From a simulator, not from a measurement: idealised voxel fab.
process module | voxel air gaps
cross-section cut | 290 nm wide | cells 5 nm
A cross-section is a grid of square cells, given in bands from the top down. A band is one or more rows of cells.
Each band's line starts with the height of the band's top and of its bottom, in nm. Then come its materials from left to right, each with its width in nm. One material with "throughout" fills the band from edge to edge. "air" is empty space.
Height 0 is the level under which the wafer as received is all one material. The lowest band goes on downwards, as in "0 down".
A width such as "30 to 40" changes by the same amount from each row of cells to the next, from the band's top row to its bottom row.
"no change" after a step means that no cell of the cross-section changed.
closed voids: empty space of 8 cells or more with no open way to the top, each as width x height at its distance from the left edge, in nm
after a step's settings: what the simulator itself notes on the step
overlay nm, on a step with a mask: how far to the right of its planned place the mask lay; to the left if negative
plan
1 op RECEIVE | material Si
2 op CONFORMAL_DEP | material SiO2 | thk nm 15
3 op CONFORMAL_DEP | material SiN | thk nm 5
4 op DIRECTIONAL_DEP | material SiO2 | thk nm 30
5 op DIRECTIONAL_DEP | material aC | thk nm 10
6 op PATTERN | tone open | mask id LINES | material resist | width nm 15 | pitch nm 45 | thk nm 30 | overlay nm -15
7 op DIRECTIONAL_ETCH | etch materials aC | depth nm 10
8 op STRIP | etch materials resist
9 op DIRECTIONAL_ETCH | etch materials SiO2 | depth nm 30
10 op STRIP | etch materials aC
11 op CONFORMAL_DEP | material TiN | thk nm 5
12 op FILL_DEP | material Ru | thk nm 10
13 op CMP | height nm 50
14 op EPI | material Ru | thk nm 10
15 op SELECTIVE_ETCH | etch materials SiO2 | depth nm 40
16 op CONFORMAL_DEP | material SiN | thk nm 5
varied across the wafers: overlay nm of step 6. The plan shows the first wafer's value. All wafers start alike
first wafer as received, after step 1
  0 down: Si throughout
  closed voids: none
each wafer at the end: cells of each material gained (+) or lost (-) since it was received, then its closed voids
overlay nm -15 | +76 Ru | +212 SiN | +174 SiO2 | +52 TiN | closed voids: 20 x 20 at 75; 20 x 20 at 120; 20 x 20 at 165
overlay nm -10 | +76 Ru | +212 SiN | +174 SiO2 | +52 TiN | closed voids: 20 x 20 at 80; 20 x 20 at 125; 20 x 20 at 170
overlay nm -5 | +76 Ru | +212 SiN | +174 SiO2 | +52 TiN | closed voids: 20 x 20 at 85; 20 x 20 at 130; 20 x 20 at 175
overlay nm 0 | +76 Ru | +212 SiN | +174 SiO2 | +52 TiN | closed voids: 20 x 20 at 90; 20 x 20 at 135; 20 x 20 at 180
overlay nm 5 | +76 Ru | +212 SiN | +174 SiO2 | +52 TiN | closed voids: 20 x 20 at 95; 20 x 20 at 140; 20 x 20 at 185
overlay nm 10 | +76 Ru | +212 SiN | +174 SiO2 | +52 TiN | closed voids: 20 x 20 at 100; 20 x 20 at 145; 20 x 20 at 190
overlay nm 15 | +76 Ru | +212 SiN | +174 SiO2 | +52 TiN | closed voids: 20 x 20 at 105; 20 x 20 at 150; 20 x 20 at 195
